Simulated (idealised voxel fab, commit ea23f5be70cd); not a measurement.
Process module, titled voxel released beams
In the cross-section labelled cut, the width is 150 nm and each square cell is 5 nm.
This document writes a cross-section as a grid whose cells are square, and gives it as bands, listed from the top down; one or more rows of cells form a band. The band entry comprises the height of the band's top followed by the height of its bottom, expressed in nm, and subsequently the band's materials from left to right, each stated together with its width in nm. Where a single material is marked with the word "everywhere", that material fills the band from edge to edge. The word "empty" represents empty space. A quick word on heights: they are counted from 0, and under that level the wafer as it came to us is one material throughout. The lowest band is different from the rest in having no bottom; it simply continues downward, written as in "z 0 and below". The width entry "30 to 40" should be interpreted row by row: the top row of cells in the band takes the first number, the bottom row takes the second number, and the change between adjacent rows is uniform throughout. Reading "nothing was modified" for a step: not a cell of the cross-section changed in it. Look at "Enclosed void inventory" for the closed voids: empty spaces with no open path to the top, sized 8 cells or up. Each is width x height at distance, distance from the left edge, all nm. What comes after the settings on a step's line is commentary from the simulator itself on that step. "overlay nm" denotes, for a step that has a mask, the displacement of the mask to the right of its planned place, with negative values corresponding to the left.
[This section lists the process steps that were planned]
1) op RECEIVE | material Si
2) op CONFORMAL_DEP | material SiN | thk nm 10
3) op DIRECTIONAL_DEP | material SiO2 | thk nm 20
4) op DIRECTIONAL_DEP | material aC | thk nm 15
5) op PATTERN | tone open | mask id ANCHOR | material resist | width nm 25 | thk nm 30 | overlay nm 0
6) op DIRECTIONAL_ETCH | etch materials aC | depth nm 15
7) op STRIP | etch materials resist
8) op DIRECTIONAL_ETCH | etch materials SiO2 | depth nm 20
9) op STRIP | etch materials aC
10) op CONFORMAL_DEP | material TiN | thk nm 10
11) op MASKED_ETCH | tone cover | mask id BEAM | width nm 85 | etch materials TiN | depth nm 10 | overlay nm 0
12) op STRIP | etch materials SiO2
[Wafer, first of two, run as planned]
[Wafer at receipt (post step 1), cross-section]
z 0 and below = Si everywhere
Enclosed void inventory: none
[Once step 2 is through, the wafer looks like this in cross-section]
z 10 to 0 = SiN everywhere
Everything below 0 is unchanged.
[Once step 3 is through, the wafer looks like this in cross-section]
z 30 to 10 = SiO2 everywhere
Everything below 10 is unchanged.
[Once step 4 is through, the wafer looks like this in cross-section]
z 45 to 30 = aC everywhere
Everything below 30 is unchanged.
[Once step 5 is through, the wafer looks like this in cross-section]
z 75 to 45 = resist (35); empty (25); resist (90)
Everything below 45 is unchanged.
[Once step 6 is through, the wafer looks like this in cross-section]
z 60 to 45 = resist (35); empty (25); resist (90)
z 45 to 30 = aC (35); empty (25); aC (90)
Everything below 30 is unchanged.
[Once step 7 is through, the wafer looks like this in cross-section]
z 45 to 30 = aC (35); empty (25); aC (90)
Everything below 30 is unchanged.
[Once step 8 is through, the wafer looks like this in cross-section]
z 45 to 30 = aC (35); empty (25); aC (90)
z 30 to 10 = SiO2 (35); empty (25); SiO2 (90)
Everything below 10 is unchanged.
[Once step 9 is through, the wafer looks like this in cross-section]
z 30 to 10 = SiO2 (35); empty (25); SiO2 (90)
Everything below 10 is unchanged.
[Once step 10 is through, the wafer looks like this in cross-section]
z 40 to 30 = TiN (45); empty (5); TiN (100)
z 30 to 20 = SiO2 (35); TiN (10); empty (5); TiN (10); SiO2 (90)
z 20 to 10 = SiO2 (35); TiN (25); SiO2 (90)
Everything below 10 is unchanged.
[Once step 11 is through, the wafer looks like this in cross-section]
z 40 to 30 = empty (30); TiN (15); empty (5); TiN (65); empty (35)
Everything below 30 is unchanged.
[Once step 12 is through, the wafer looks like this in cross-section]
z 40 to 30 = empty (30); TiN (15); empty (5); TiN (65); empty (35)
z 30 to 20 = empty (35); TiN (10); empty (5); TiN (10); empty (90)
z 20 to 10 = empty (35); TiN (25); empty (90)
Everything below 10 is unchanged.
[For the second wafer, take the first wafer's start and plan, then add one mistake made in running it; everything through step 6, that step included, is shared with the first]
[The second wafer cut through, at the time step 7 was supposed to be finished]
z 45 to 30 = aC (35); empty (25); aC (90)
Everything below 30 is unchanged.
[The second wafer cut through, at the time step 8 was supposed to be finished]
z 45 to 30 = aC (35); empty (25); aC (90)
z 30 to 10 = SiO2 (35); empty (25); SiO2 (90)
Everything below 10 is unchanged.
[The second wafer cut through, at the time step 9 was supposed to be finished]
z 30 to 10 = SiO2 (35); empty (25); SiO2 (90)
Everything below 10 is unchanged.
[The second wafer cut through, at the time step 10 was supposed to be finished]
z 40 to 30 = TiN (45); empty (5); TiN (100)
z 30 to 20 = SiO2 (35); TiN (10); empty (5); TiN (10); SiO2 (90)
z 20 to 10 = SiO2 (35); TiN (25); SiO2 (90)
Everything below 10 is unchanged.
[The second wafer cut through, at the time step 11 was supposed to be finished]
z 40 to 30 = empty (30); TiN (15); empty (5); TiN (65); empty (35)
Everything below 30 is unchanged.
[The second wafer cut through, at the time step 12 was supposed to be finished]
z 40 to 30 = empty (30); TiN (15); empty (5); TiN (65); empty (35)
z 30 to 20 = empty (35); TiN (10); empty (5); TiN (10); empty (90)
z 20 to 10 = empty (35); TiN (25); empty (90)
Everything below 10 is unchanged.
Finding, execution versus plan: heads up, step 7 of the plan got done twice
The final cross-section is the same for the two wafers, so this model computes the same thing whether or not the mistake was made.
